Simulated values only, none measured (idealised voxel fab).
Process module under the name voxel transistor to metal
Shown is cross-section cut, with a width of 215 nm and square cells of size 5 nm.
This document writes a cross-section as a grid whose cells are square, and gives it as bands, listed from the top down; one or more rows of cells form a band. What a band's entry tells you: where the top is and where the bottom is, as heights in nm, and after that what lies inside, material by material from left to right, each with its width in nm. Empty space is written as the word "empty", and a single material marked with the word "edge to edge" occupies the band from edge to edge. Note: height 0 marks the level under which the wafer is uniformly one material as received. Lowest band unbounded below, written "0 -> down". A width given as "30..40" starts at the first number in the band's top row and ends at the second number in its bottom row, shifting by an equal amount at every step from row to row. "no alterations made", as given for a step, is the statement that not any cell of the cross-section underwent a change during that step. Reported under the label "Closed internal cavities" are the empty spaces having no open way to the top and comprising 8 cells or more; the notation for each is width x height at distance, in which the distance is measured from the left edge and all three values are in nm. Note: text after step settings on the step line = simulator remark on that step. overlay nm: where the mask lay relative to plan, measured to the right, on steps with a mask; negatives go left. For the reader: what remains of this document is a series of pairs, each showing a cross-section before one process step and a cross-section after that step which reaches down only to the lowest band that changed, with the step between them and its settings set out under the pair. It should not be assumed that a pair continues from the pair above it; the pairs can come from different runs of this module on the same starting wafer, and such continuity exists only where the entry headed "State before step" says so.

**State before step**
    0 -> down: Si edge to edge
    Closed internal cavities: none

**Post-Process Section**
    0 -> -5: SiO2 edge to edge
    Beneath the level -5, the cross-section is identical to its previous state.
    Closed internal cavities: none
Between the two cross-sections shown above, the process step is OXIDIZE (depth nm 5)

State before step: This step starts from the configuration shown after the step in the pair immediately above.

**Post-Process Section**
    15 -> 0: SiN edge to edge
    Beneath the level 0, the cross-section is identical to its previous state.
    Closed internal cavities: none
Between the two cross-sections shown above, the process step is CONFORMAL_DEP (material SiN; thk nm 15)

State before step: This step starts from the configuration shown after the step in the pair immediately above.

**Post-Process Section**
    35 -> 15: empty (55) | resist (100) | empty (60)
    Beneath the level 15, the cross-section is identical to its previous state.
    Closed internal cavities: none
Between the two cross-sections shown above, the process step is PATTERN (tone cover; mask id ACTIVE; material resist; width nm 100; thk nm 20; overlay nm 0)

State before step: This step starts from the configuration shown after the step in the pair immediately above.

**Post-Process Section**
    35 -> 15: empty (55) | resist (100) | empty (60)
    15 -> 0: empty (55) | SiN (100) | empty (60)
    Beneath the level 0, the cross-section is identical to its previous state.
    Closed internal cavities: none
Between the two cross-sections shown above, the process step is DIRECTIONAL_ETCH (etch materials SiN; depth nm 15)

State before step: This step starts from the configuration shown after the step in the pair immediately above.

**Post-Process Section**
    35 -> 15: empty (55) | resist (100) | empty (60)
    15 -> 0: empty (55) | SiN (100) | empty (60)
    0 -> -5: empty (55) | SiO2 (100) | empty (60)
    Beneath the level -5, the cross-section is identical to its previous state.
    Closed internal cavities: none
Between the two cross-sections shown above, the process step is DIRECTIONAL_ETCH (etch materials SiO2; depth nm 5)

State before step: This step starts from the configuration shown after the step in the pair immediately above.

**Post-Process Section**
    35 -> 15: empty (55) | resist (100) | empty (60)
    15 -> 0: empty (55) | SiN (100) | empty (60)
    0 -> -5: empty (55) | SiO2 (100) | empty (60)
    -5 -> -25: empty (55) | Si (100) | empty (60)
    Beneath the level -25, the cross-section is identical to its previous state.
    Closed internal cavities: none
Between the two cross-sections shown above, the process step is DIRECTIONAL_ETCH (etch materials Si; depth nm 20)

State before step: This step starts from the configuration shown after the step in the pair immediately above.

**Post-Process Section**
    15 -> 0: empty (55) | SiN (100) | empty (60)
    Beneath the level 0, the cross-section is identical to its previous state.
    Closed internal cavities: none
Between the two cross-sections shown above, the process step is STRIP (etch materials resist)

State before step: This step starts from the configuration shown after the step in the pair immediately above.

**Post-Process Section**
    30 -> 15: SiO2 edge to edge
    15 -> 0: SiO2 (55) | SiN (100) | SiO2 (60)
    0 -> -5: SiO2 edge to edge
    -5 -> -25: SiO2 (55) | Si (100) | SiO2 (60)
    Beneath the level -25, the cross-section is identical to its previous state.
    Closed internal cavities: none
Between the two cross-sections shown above, the process step is FILL_DEP (material SiO2; thk nm 15)

State before step: This step starts from the configuration shown after the step in the pair immediately above.

**Post-Process Section**
    15 -> 0: SiO2 (55) | SiN (100) | SiO2 (60)
    Beneath the level 0, the cross-section is identical to its previous state.
    Closed internal cavities: none
Between the two cross-sections shown above, the process step is CMP (height nm 15)

State before step: This step starts from the configuration shown after the step in the pair immediately above.

**Post-Process Section**
    15 -> 5: empty (55) | SiN (100) | empty (60)
    Beneath the level 5, the cross-section is identical to its previous state.
    Closed internal cavities: none
Between the two cross-sections shown above, the process step is SELECTIVE_ETCH (etch materials SiO2; depth nm 10)

State before step: This step starts from the configuration shown after the step in the pair immediately above.

**Post-Process Section**
    5 -> 0: SiO2 (55) | empty (100) | SiO2 (60)
    Beneath the level 0, the cross-section is identical to its previous state.
    Closed internal cavities: none
Between the two cross-sections shown above, the process step is STRIP (etch materials SiN)

State before step: This step starts from the configuration shown after the step in the pair immediately above.

**Post-Process Section**
    0 -> -5: SiO2 (50) | empty (110) | SiO2 (55)
    Beneath the level -5, the cross-section is identical to its previous state.
    Closed internal cavities: none
Between the two cross-sections shown above, the process step is SELECTIVE_ETCH (etch materials SiO2; depth nm 5)

State before step: This step starts from the configuration shown after the step in the pair immediately above.

**Post-Process Section**
    0 -> -5: SiO2 (50) | empty (110) | SiO2 (55)
    -5 -> -10: SiO2 edge to edge
    Beneath the level -10, the cross-section is identical to its previous state.
    Closed internal cavities: none
Between the two cross-sections shown above, the process step is OXIDIZE (depth nm 5)

State before step: This step starts from the configuration shown after the step in the pair immediately above.

**Post-Process Section**
    20 -> 15: polySi (50) | empty (110) | polySi (55)
    15 -> 0: polySi edge to edge
    0 -> -5: SiO2 (50) | polySi (110) | SiO2 (55)
    Beneath the level -5, the cross-section is identical to its previous state.
    Closed internal cavities: none
Between the two cross-sections shown above, the process step is DIRECTIONAL_DEP (material polySi; thk nm 20)

State before step: This step starts from the configuration shown after the step in the pair immediately above.

**Post-Process Section**
    30 -> 25: SiCN (50) | empty (110) | SiCN (55)
    25 -> 20: SiCN edge to edge
    20 -> 15: polySi (50) | SiCN (110) | polySi (55)
    Beneath the level 15, the cross-section is identical to its previous state.
    Closed internal cavities: none
Between the two cross-sections shown above, the process step is DIRECTIONAL_DEP (material SiCN; thk nm 10)

State before step: This step starts from the configuration shown after the step in the pair immediately above.

**Post-Process Section**
    45 -> 30: empty (95) | resist (20) | empty (100)
    30 -> 25: SiCN (50) | empty (45) | resist (20) | empty (45) | SiCN (55)
    Beneath the level 25, the cross-section is identical to its previous state.
    Closed internal cavities: none
Between the two cross-sections shown above, the process step is PATTERN (tone cover; mask id GATE; material resist; width nm 20; thk nm 15; overlay nm 0)

State before step: This step starts from the configuration shown after the step in the pair immediately above.

**Post-Process Section**
    45 -> 25: empty (95) | resist (20) | empty (100)
    25 -> 20: empty (95) | SiCN (20) | empty (100)
    20 -> 15: polySi (50) | empty (45) | SiCN (20) | empty (45) | polySi (55)
    Beneath the level 15, the cross-section is identical to its previous state.
    Closed internal cavities: none
Between the two cross-sections shown above, the process step is DIRECTIONAL_ETCH (etch materials SiCN; depth nm 20)

State before step: This step starts from the configuration shown after the step in the pair immediately above.

**Post-Process Section**
    45 -> 25: empty (95) | resist (20) | empty (100)
    25 -> 15: empty (95) | SiCN (20) | empty (100)
    15 -> 0: empty (95) | polySi (20) | empty (100)
    0 -> -5: SiO2 (50) | empty (45) | polySi (20) | empty (45) | SiO2 (55)
    Beneath the level -5, the cross-section is identical to its previous state.
    Closed internal cavities: none
Between the two cross-sections shown above, the process step is DIRECTIONAL_ETCH (etch materials polySi; depth nm 30)

State before step: This step starts from the configuration shown after the step in the pair immediately above.

**Post-Process Section**
    25 -> 15: empty (95) | SiCN (20) | empty (100)
    Beneath the level 15, the cross-section is identical to its previous state.
    Closed internal cavities: none
Between the two cross-sections shown above, the process step is STRIP (etch materials resist)

State before step: This step starts from the configuration shown after the step in the pair immediately above.

**Post-Process Section**
    30 -> 25: empty (90) | SiN (30) | empty (95)
    25 -> 15: empty (90) | SiN (5) | SiCN (20) | SiN (5) | empty (95)
    15 -> 5: empty (90) | SiN (5) | polySi (20) | SiN (5) | empty (95)
    5 -> 0: SiN (55) | empty (35) | SiN (5) | polySi (20) | SiN (5) | empty (35) | SiN (60)
    0 -> -5: SiO2 (50) | SiN (45) | polySi (20) | SiN (45) | SiO2 (55)
    Beneath the level -5, the cross-section is identical to its previous state.
    Closed internal cavities: none
Between the two cross-sections shown above, the process step is CONFORMAL_DEP (material SiN; thk nm 5)

State before step: This step starts from the configuration shown after the step in the pair immediately above.

**Post-Process Section**
    25 -> 15: empty (90) | SiN (5) | SiCN (20) | SiN (5) | empty (95)
    15 -> 0: empty (90) | SiN (5) | polySi (20) | SiN (5) | empty (95)
    0 -> -5: SiO2 (50) | SiN (5) | empty (35) | SiN (5) | polySi (20) | SiN (5) | empty (35) | SiN (5) | SiO2 (55)
    Beneath the level -5, the cross-section is identical to its previous state.
    Closed internal cavities: none
Between the two cross-sections shown above, the process step is DIRECTIONAL_ETCH (etch materials SiN; depth nm 5)

State before step: This step starts from the configuration shown after the step in the pair immediately above.

**Post-Process Section**
    25 -> 15: empty (90) | SiN (5) | SiCN (20) | SiN (5) | empty (95)
    15 -> 0: empty (90) | SiN (5) | polySi (20) | SiN (5) | empty (95)
    0 -> -5: empty (50) | SiN (5) | empty (35) | SiN (5) | polySi (20) | SiN (5) | empty (35) | SiN (5) | empty (55)
    -5 -> -10: SiO2 (55) | empty (35) | SiO2 (30) | empty (35) | SiO2 (60)
    Beneath the level -10, the cross-section is identical to its previous state.
    Closed internal cavities: none
Between the two cross-sections shown above, the process step is DIRECTIONAL_ETCH (etch materials SiO2; depth nm 5)

State before step: This step starts from the configuration shown after the step in the pair immediately above.

**Post-Process Section**
    25 -> 15: empty (90) | SiN (5) | SiCN (20) | SiN (5) | empty (95)
    15 -> 0: empty (90) | SiN (5) | polySi (20) | SiN (5) | empty (95)
    0 -> -5: empty (50) | SiN (5) | empty (35) | SiN (5) | polySi (20) | SiN (5) | empty (35) | SiN (5) | empty (55)
    -5 -> -10: SiO2 (55) | empty (35) | SiO2 (30) | empty (35) | SiO2 (60)
    -10 -> -15: SiO2 (55) | empty (35) | Si (30) | empty (35) | SiO2 (60)
    Beneath the level -15, the cross-section is identical to its previous state.
    Closed internal cavities: none
Between the two cross-sections shown above, the process step is DIRECTIONAL_ETCH (etch materials Si; depth nm 5)

State before step: This step starts from the configuration shown after the step in the pair immediately above.

**Post-Process Section**
    25 -> 15: empty (90) | SiN (5) | SiCN (20) | SiN (5) | empty (95)
    15 -> 0: empty (90) | SiN (5) | polySi (20) | SiN (5) | empty (95)
    0 -> -5: empty (50) | SiN (5) | empty (35) | SiN (5) | polySi (20) | SiN (5) | empty (35) | SiN (5) | empty (55)
    -5 -> -10: SiO2 (55) | empty (30) | SiGe (5) | SiO2 (30) | SiGe (5) | empty (30) | SiO2 (60)
    -10 -> -15: SiO2 (55) | SiGe (35) | Si (30) | SiGe (35) | SiO2 (60)
    Beneath the level -15, the cross-section is identical to its previous state.
    Closed internal cavities: none
Between the two cross-sections shown above, the process step is EPI (material SiGe; thk nm 5)

State before step: This step starts from the configuration shown after the step in the pair immediately above.

**Post-Process Section**
    35 -> 25: SiO2 edge to edge
    25 -> 15: SiO2 (90) | SiN (5) | SiCN (20) | SiN (5) | SiO2 (95)
    15 -> 0: SiO2 (90) | SiN (5) | polySi (20) | SiN (5) | SiO2 (95)
    0 -> -5: SiO2 (50) | SiN (5) | SiO2 (35) | SiN (5) | polySi (20) | SiN (5) | SiO2 (35) | SiN (5) | SiO2 (55)
    -5 -> -10: SiO2 (85) | SiGe (5) | SiO2 (30) | SiGe (5) | SiO2 (90)
    Beneath the level -10, the cross-section is identical to its previous state.
    Closed internal cavities: none
Between the two cross-sections shown above, the process step is FILL_DEP (material SiO2; thk nm 10)

State before step: This step starts from the configuration shown after the step in the pair immediately above.

**Post-Process Section**
    25 -> 15: SiO2 (90) | SiN (5) | SiCN (20) | SiN (5) | SiO2 (95)
    Beneath the level 15, the cross-section is identical to its previous state.
    Closed internal cavities: none
Between the two cross-sections shown above, the process step is CMP (height nm 25)

State before step: This step starts from the configuration shown after the step in the pair immediately above.

**Post-Process Section**
    40 -> 25: SiO2 edge to edge
    Beneath the level 25, the cross-section is identical to its previous state.
    Closed internal cavities: none
Between the two cross-sections shown above, the process step is DIRECTIONAL_DEP (material SiO2; thk nm 15)

State before step: This step starts from the configuration shown after the step in the pair immediately above.

**Post-Process Section**
    60 -> 40: resist (60) | empty (30) | resist (30) | empty (30) | resist (65)
    Beneath the level 40, the cross-section is identical to its previous state.
    Closed internal cavities: none
Between the two cross-sections shown above, the process step is PATTERN (tone open; mask id CONTACT; material resist; width nm 30; pitch nm 60; thk nm 20; overlay nm 0)

State before step: This step starts from the configuration shown after the step in the pair immediately above.

**Post-Process Section**
    60 -> 40: resist (60) | empty (30) | resist (30) | empty (30) | resist (65)
    40 -> 25: SiO2 (60) | empty (30) | SiO2 (30) | empty (30) | SiO2 (65)
    25 -> 15: SiO2 (60) | empty (30) | SiN (5) | SiCN (20) | SiN (5) | empty (30) | SiO2 (65)
    15 -> 0: SiO2 (60) | empty (30) | SiN (5) | polySi (20) | SiN (5) | empty (30) | SiO2 (65)
    0 -> -5: SiO2 (50) | SiN (5) | SiO2 (5) | empty (30) | SiN (5) | polySi (20) | SiN (5) | empty (30) | SiO2 (5) | SiN (5) | SiO2 (55)
    -5 -> -10: SiO2 (60) | empty (25) | SiGe (5) | SiO2 (30) | SiGe (5) | empty (25) | SiO2 (65)
    Beneath the level -10, the cross-section is identical to its previous state.
    Closed internal cavities: none
Between the two cross-sections shown above, the process step is DIRECTIONAL_ETCH (etch materials SiO2; depth nm 50)

State before step: This step starts from the configuration shown after the step in the pair immediately above.

**Post-Process Section**
    40 -> 25: SiO2 (60) | empty (30) | SiO2 (30) | empty (30) | SiO2 (65)
    Beneath the level 25, the cross-section is identical to its previous state.
    Closed internal cavities: none
Between the two cross-sections shown above, the process step is STRIP (etch materials resist)

State before step: This step starts from the configuration shown after the step in the pair immediately above.

**Post-Process Section**
    45 -> 40: TiN (65) | empty (20) | TiN (40) | empty (20) | TiN (70)
    40 -> 25: SiO2 (60) | TiN (5) | empty (20) | TiN (5) | SiO2 (30) | TiN (5) | empty (20) | TiN (5) | SiO2 (65)
    25 -> 15: SiO2 (60) | TiN (5) | empty (20) | TiN (5) | SiN (5) | SiCN (20) | SiN (5) | TiN (5) | empty (20) | TiN (5) | SiO2 (65)
    15 -> 0: SiO2 (60) | TiN (5) | empty (20) | TiN (5) | SiN (5) | polySi (20) | SiN (5) | TiN (5) | empty (20) | TiN (5) | SiO2 (65)
    0 -> -5: SiO2 (50) | SiN (5) | SiO2 (5) | TiN (5) | empty (15) | TiN (10) | SiN (5) | polySi (20) | SiN (5) | TiN (10) | empty (15) | TiN (5) | SiO2 (5) | SiN (5) | SiO2 (55)
    -5 -> -10: SiO2 (60) | TiN (25) | SiGe (5) | SiO2 (30) | SiGe (5) | TiN (25) | SiO2 (65)
    Beneath the level -10, the cross-section is identical to its previous state.
    Closed internal cavities: none
Between the two cross-sections shown above, the process step is CONFORMAL_DEP (material TiN; thk nm 5)

State before step: This step starts from the configuration shown after the step in the pair immediately above.

**Post-Process Section**
    50 -> 45: W edge to edge
    45 -> 40: TiN (65) | W (20) | TiN (40) | W (20) | TiN (70)
    40 -> 25: SiO2 (60) | TiN (5) | W (20) | TiN (5) | SiO2 (30) | TiN (5) | W (20) | TiN (5) | SiO2 (65)
    25 -> 15: SiO2 (60) | TiN (5) | W (20) | TiN (5) | SiN (5) | SiCN (20) | SiN (5) | TiN (5) | W (20) | TiN (5) | SiO2 (65)
    15 -> 0: SiO2 (60) | TiN (5) | W (20) | TiN (5) | SiN (5) | polySi (20) | SiN (5) | TiN (5) | W (20) | TiN (5) | SiO2 (65)
    0 -> -5: SiO2 (50) | SiN (5) | SiO2 (5) | TiN (5) | W (15) | TiN (10) | SiN (5) | polySi (20) | SiN (5) | TiN (10) | W (15) | TiN (5) | SiO2 (5) | SiN (5) | SiO2 (55)
    Beneath the level -5, the cross-section is identical to its previous state.
    Closed internal cavities: none
Between the two cross-sections shown above, the process step is FILL_DEP (material W; thk nm 5)

State before step: This step starts from the configuration shown after the step in the pair immediately above.

**Post-Process Section**
    40 -> 25: SiO2 (60) | TiN (5) | W (20) | TiN (5) | SiO2 (30) | TiN (5) | W (20) | TiN (5) | SiO2 (65)
    Beneath the level 25, the cross-section is identical to its previous state.
    Closed internal cavities: none
Between the two cross-sections shown above, the process step is CMP (height nm 40)

State before step: This step starts from the configuration shown after the step in the pair immediately above.

**Post-Process Section**
    45 -> 40: TiN edge to edge
    Beneath the level 40, the cross-section is identical to its previous state.
    Closed internal cavities: none
Between the two cross-sections shown above, the process step is DIRECTIONAL_DEP (material TiN; thk nm 5)

State before step: This step starts from the configuration shown after the step in the pair immediately above.

**Post-Process Section**
    65 -> 45: Ru edge to edge
    Beneath the level 45, the cross-section is identical to its previous state.
    Closed internal cavities: none
Between the two cross-sections shown above, the process step is DIRECTIONAL_DEP (material Ru; thk nm 20)

State before step: This step starts from the configuration shown after the step in the pair immediately above.

**Post-Process Section**
    80 -> 65: empty (60) | resist (15) | empty (60) | resist (15) | empty (65)
    Beneath the level 65, the cross-section is identical to its previous state.
    Closed internal cavities: none
Between the two cross-sections shown above, the process step is PATTERN (tone cover; mask id METAL_1; material resist; width nm 15; pitch nm 75; thk nm 15; overlay nm 0)

State before step: This step starts from the configuration shown after the step in the pair immediately above.

**Post-Process Section**
    80 -> 65: empty (60) | resist (15) | empty (60) | resist (15) | empty (65)
    65 -> 45: empty (60) | Ru (15) | empty (60) | Ru (15) | empty (65)
    Beneath the level 45, the cross-section is identical to its previous state.
    Closed internal cavities: none
Between the two cross-sections shown above, the process step is DIRECTIONAL_ETCH (etch materials Ru; depth nm 20)

State before step: This step starts from the configuration shown after the step in the pair immediately above.

**Post-Process Section**
    80 -> 65: empty (60) | resist (15) | empty (60) | resist (15) | empty (65)
    65 -> 45: empty (60) | Ru (15) | empty (60) | Ru (15) | empty (65)
    45 -> 40: empty (60) | TiN (15) | empty (60) | TiN (15) | empty (65)
    Beneath the level 40, the cross-section is identical to its previous state.
    Closed internal cavities: none
Between the two cross-sections shown above, the process step is DIRECTIONAL_ETCH (etch materials TiN; depth nm 5)

State before step: This step starts from the configuration shown after the step in the pair immediately above.

**Post-Process Section**
    65 -> 45: empty (60) | Ru (15) | empty (60) | Ru (15) | empty (65)
    Beneath the level 45, the cross-section is identical to its previous state.
    Closed internal cavities: none
Between the two cross-sections shown above, the process step is STRIP (etch materials resist)

State before step: This step starts from the configuration shown after the step in the pair immediately above.

**Post-Process Section**
    75 -> 65: lowk edge to edge
    65 -> 45: lowk (60) | Ru (15) | lowk (60) | Ru (15) | lowk (65)
    45 -> 40: lowk (60) | TiN (15) | lowk (60) | TiN (15) | lowk (65)
    Beneath the level 40, the cross-section is identical to its previous state.
    Closed internal cavities: none
Between the two cross-sections shown above, the process step is FILL_DEP (material lowk; thk nm 10)

State before step: This step starts from the configuration shown after the step in the pair immediately above.

**Post-Process Section**
    65 -> 45: lowk (60) | Ru (15) | lowk (60) | Ru (15) | lowk (65)
    Beneath the level 45, the cross-section is identical to its previous state.
    Closed internal cavities: none
Between the two cross-sections shown above, the process step is CMP (height nm 65)

State before step: This step starts from the configuration shown after the step in the pair immediately above.

**Post-Process Section**
    70 -> 65: SiN edge to edge
    Beneath the level 65, the cross-section is identical to its previous state.
    Closed internal cavities: none
Between the two cross-sections shown above, the process step is CONFORMAL_DEP (material SiN; thk nm 5)

**State before step**
    30 -> 15: SiO2 edge to edge
    15 -> 0: SiO2 (55) | SiN (100) | SiO2 (60)
    0 -> -5: SiO2 edge to edge
    -5 -> -25: SiO2 (55) | Si (100) | SiO2 (60)
    -25 -> down: Si edge to edge
    Closed internal cavities: none

**Post-Process Section**
    20 -> 15: SiO2 edge to edge
    Beneath the level 15, the cross-section is identical to its previous state.
    Closed internal cavities: none
Between the two cross-sections shown above, the process step is SELECTIVE_ETCH (etch materials SiO2; depth nm 10)

State before step: This step starts from the configuration shown after the step in the pair immediately above.

**Post-Process Section**
    15 -> 0: SiO2 (55) | SiN (100) | SiO2 (60)
    Beneath the level 0, the cross-section is identical to its previous state.
    Closed internal cavities: none
Between the two cross-sections shown above, the process step is SELECTIVE_ETCH (etch materials SiO2; depth nm 5)

State before step: This step starts from the configuration shown after the step in the pair immediately above.

**Post-Process Section**
    35 -> 15: polySi edge to edge
    Beneath the level 15, the cross-section is identical to its previous state.
    Closed internal cavities: none
Between the two cross-sections shown above, the process step is DIRECTIONAL_DEP (material polySi; thk nm 20)

State before step: This step starts from the configuration shown after the step in the pair immediately above.

**Post-Process Section**
    45 -> 35: SiCN edge to edge
    Beneath the level 35, the cross-section is identical to its previous state.
    Closed internal cavities: none
Between the two cross-sections shown above, the process step is DIRECTIONAL_DEP (material SiCN; thk nm 10)

State before step: This step starts from the configuration shown after the step in the pair immediately above.

**Post-Process Section**
    60 -> 45: empty (95) | resist (20) | empty (100)
    Beneath the level 45, the cross-section is identical to its previous state.
    Closed internal cavities: none
Between the two cross-sections shown above, the process step is PATTERN (tone cover; mask id GATE; material resist; width nm 20; thk nm 15; overlay nm 0)

State before step: This step starts from the configuration shown after the step in the pair immediately above.

**Post-Process Section**
    60 -> 45: empty (95) | resist (20) | empty (100)
    45 -> 35: empty (95) | SiCN (20) | empty (100)
    Beneath the level 35, the cross-section is identical to its previous state.
    Closed internal cavities: none
Between the two cross-sections shown above, the process step is DIRECTIONAL_ETCH (etch materials SiCN; depth nm 20)

State before step: This step starts from the configuration shown after the step in the pair immediately above.

**Post-Process Section**
    60 -> 45: empty (95) | resist (20) | empty (100)
    45 -> 35: empty (95) | SiCN (20) | empty (100)
    35 -> 15: empty (95) | polySi (20) | empty (100)
    Beneath the level 15, the cross-section is identical to its previous state.
    Closed internal cavities: none
Between the two cross-sections shown above, the process step is DIRECTIONAL_ETCH (etch materials polySi; depth nm 30)

State before step: This step starts from the configuration shown after the step in the pair immediately above.

**Post-Process Section**
    45 -> 35: empty (95) | SiCN (20) | empty (100)
    Beneath the level 35, the cross-section is identical to its previous state.
    Closed internal cavities: none
Between the two cross-sections shown above, the process step is STRIP (etch materials resist)

State before step: This step starts from the configuration shown after the step in the pair immediately above.

**Post-Process Section**
    50 -> 45: empty (90) | SiN (30) | empty (95)
    45 -> 35: empty (90) | SiN (5) | SiCN (20) | SiN (5) | empty (95)
    35 -> 20: empty (90) | SiN (5) | polySi (20) | SiN (5) | empty (95)
    20 -> 15: SiN (95) | polySi (20) | SiN (100)
    Beneath the level 15, the cross-section is identical to its previous state.
    Closed internal cavities: none
Between the two cross-sections shown above, the process step is CONFORMAL_DEP (material SiN; thk nm 5)

State before step: This step starts from the configuration shown after the step in the pair immediately above.

**Post-Process Section**
    45 -> 35: empty (90) | SiN (5) | SiCN (20) | SiN (5) | empty (95)
    35 -> 15: empty (90) | SiN (5) | polySi (20) | SiN (5) | empty (95)
    Beneath the level 15, the cross-section is identical to its previous state.
    Closed internal cavities: none
Between the two cross-sections shown above, the process step is DIRECTIONAL_ETCH (etch materials SiN; depth nm 5)

State before step: This step starts from the configuration shown after the step in the pair immediately above.

**Post-Process Section**
    45 -> 35: empty (90) | SiN (5) | SiCN (20) | SiN (5) | empty (95)
    35 -> 15: empty (90) | SiN (5) | polySi (20) | SiN (5) | empty (95)
    15 -> 10: empty (55) | SiN (100) | empty (60)
    Beneath the level 10, the cross-section is identical to its previous state.
    Closed internal cavities: none
Between the two cross-sections shown above, the process step is DIRECTIONAL_ETCH (etch materials SiO2; depth nm 5)

State before step: This step starts from the configuration shown after the step in the pair immediately above.

**Post-Process Section**
    55 -> 45: SiO2 edge to edge
    45 -> 35: SiO2 (90) | SiN (5) | SiCN (20) | SiN (5) | SiO2 (95)
    35 -> 15: SiO2 (90) | SiN (5) | polySi (20) | SiN (5) | SiO2 (95)
    15 -> 0: SiO2 (55) | SiN (100) | SiO2 (60)
    Beneath the level 0, the cross-section is identical to its previous state.
    Closed internal cavities: none
Between the two cross-sections shown above, the process step is FILL_DEP (material SiO2; thk nm 10)

State before step: This step starts from the configuration shown after the step in the pair immediately above.

**Post-Process Section**
    25 -> 15: SiO2 (90) | SiN (5) | polySi (20) | SiN (5) | SiO2 (95)
    Beneath the level 15, the cross-section is identical to its previous state.
    Closed internal cavities: none
Between the two cross-sections shown above, the process step is CMP (height nm 25)

State before step: This step starts from the configuration shown after the step in the pair immediately above.

**Post-Process Section**
    40 -> 25: SiO2 edge to edge
    Beneath the level 25, the cross-section is identical to its previous state.
    Closed internal cavities: none
Between the two cross-sections shown above, the process step is DIRECTIONAL_DEP (material SiO2; thk nm 15)

State before step: This step starts from the configuration shown after the step in the pair immediately above.

**Post-Process Section**
    60 -> 40: resist (60) | empty (30) | resist (30) | empty (30) | resist (65)
    Beneath the level 40, the cross-section is identical to its previous state.
    Closed internal cavities: none
Between the two cross-sections shown above, the process step is PATTERN (tone open; mask id CONTACT; material resist; width nm 30; pitch nm 60; thk nm 20; overlay nm 0)

State before step: This step starts from the configuration shown after the step in the pair immediately above.

**Post-Process Section**
    60 -> 40: resist (60) | empty (30) | resist (30) | empty (30) | resist (65)
    40 -> 25: SiO2 (60) | empty (30) | SiO2 (30) | empty (30) | SiO2 (65)
    25 -> 15: SiO2 (60) | empty (30) | SiN (5) | polySi (20) | SiN (5) | empty (30) | SiO2 (65)
    Beneath the level 15, the cross-section is identical to its previous state.
    Closed internal cavities: none
Between the two cross-sections shown above, the process step is DIRECTIONAL_ETCH (etch materials SiO2; depth nm 50)

State before step: This step starts from the configuration shown after the step in the pair immediately above.

**Post-Process Section**
    40 -> 25: SiO2 (60) | empty (30) | SiO2 (30) | empty (30) | SiO2 (65)
    Beneath the level 25, the cross-section is identical to its previous state.
    Closed internal cavities: none
Between the two cross-sections shown above, the process step is STRIP (etch materials resist)

State before step: This step starts from the configuration shown after the step in the pair immediately above.

**Post-Process Section**
    45 -> 40: TiN (65) | empty (20) | TiN (40) | empty (20) | TiN (70)
    40 -> 25: SiO2 (60) | TiN (5) | empty (20) | TiN (5) | SiO2 (30) | TiN (5) | empty (20) | TiN (5) | SiO2 (65)
    25 -> 20: SiO2 (60) | TiN (5) | empty (20) | TiN (5) | SiN (5) | polySi (20) | SiN (5) | TiN (5) | empty (20) | TiN (5) | SiO2 (65)
    20 -> 15: SiO2 (60) | TiN (30) | SiN (5) | polySi (20) | SiN (5) | TiN (30) | SiO2 (65)
    Beneath the level 15, the cross-section is identical to its previous state.
    Closed internal cavities: none
Between the two cross-sections shown above, the process step is CONFORMAL_DEP (material TiN; thk nm 5)

State before step: This step starts from the configuration shown after the step in the pair immediately above.

**Post-Process Section**
    50 -> 45: W edge to edge
    45 -> 40: TiN (65) | W (20) | TiN (40) | W (20) | TiN (70)
    40 -> 25: SiO2 (60) | TiN (5) | W (20) | TiN (5) | SiO2 (30) | TiN (5) | W (20) | TiN (5) | SiO2 (65)
    25 -> 20: SiO2 (60) | TiN (5) | W (20) | TiN (5) | SiN (5) | polySi (20) | SiN (5) | TiN (5) | W (20) | TiN (5) | SiO2 (65)
    Beneath the level 20, the cross-section is identical to its previous state.
    Closed internal cavities: none
Between the two cross-sections shown above, the process step is FILL_DEP (material W; thk nm 5)

State before step: This step starts from the configuration shown after the step in the pair immediately above.

**Post-Process Section**
    40 -> 25: SiO2 (60) | TiN (5) | W (20) | TiN (5) | SiO2 (30) | TiN (5) | W (20) | TiN (5) | SiO2 (65)
    Beneath the level 25, the cross-section is identical to its previous state.
    Closed internal cavities: none
Between the two cross-sections shown above, the process step is CMP (height nm 40)

State before step: This step starts from the configuration shown after the step in the pair immediately above.

**Post-Process Section**
    45 -> 40: TiN edge to edge
    Beneath the level 40, the cross-section is identical to its previous state.
    Closed internal cavities: none
Between the two cross-sections shown above, the process step is DIRECTIONAL_DEP (material TiN; thk nm 5)

State before step: This step starts from the configuration shown after the step in the pair immediately above.

**Post-Process Section**
    65 -> 45: Ru edge to edge
    Beneath the level 45, the cross-section is identical to its previous state.
    Closed internal cavities: none
Between the two cross-sections shown above, the process step is DIRECTIONAL_DEP (material Ru; thk nm 20)

State before step: This step starts from the configuration shown after the step in the pair immediately above.

**Post-Process Section**
    80 -> 65: empty (60) | resist (15) | empty (60) | resist (15) | empty (65)
    Beneath the level 65, the cross-section is identical to its previous state.
    Closed internal cavities: none
Between the two cross-sections shown above, the process step is PATTERN (tone cover; mask id METAL_1; material resist; width nm 15; pitch nm 75; thk nm 15; overlay nm 0)

State before step: This step starts from the configuration shown after the step in the pair immediately above.

**Post-Process Section**
    80 -> 65: empty (60) | resist (15) | empty (60) | resist (15) | empty (65)
    65 -> 45: empty (60) | Ru (15) | empty (60) | Ru (15) | empty (65)
    Beneath the level 45, the cross-section is identical to its previous state.
    Closed internal cavities: none
Between the two cross-sections shown above, the process step is DIRECTIONAL_ETCH (etch materials Ru; depth nm 20)

State before step: This step starts from the configuration shown after the step in the pair immediately above.

**Post-Process Section**
    80 -> 65: empty (60) | resist (15) | empty (60) | resist (15) | empty (65)
    65 -> 45: empty (60) | Ru (15) | empty (60) | Ru (15) | empty (65)
    45 -> 40: empty (60) | TiN (15) | empty (60) | TiN (15) | empty (65)
    Beneath the level 40, the cross-section is identical to its previous state.
    Closed internal cavities: none
Between the two cross-sections shown above, the process step is DIRECTIONAL_ETCH (etch materials TiN; depth nm 5)

State before step: This step starts from the configuration shown after the step in the pair immediately above.

**Post-Process Section**
    65 -> 45: empty (60) | Ru (15) | empty (60) | Ru (15) | empty (65)
    Beneath the level 45, the cross-section is identical to its previous state.
    Closed internal cavities: none
Between the two cross-sections shown above, the process step is STRIP (etch materials resist)
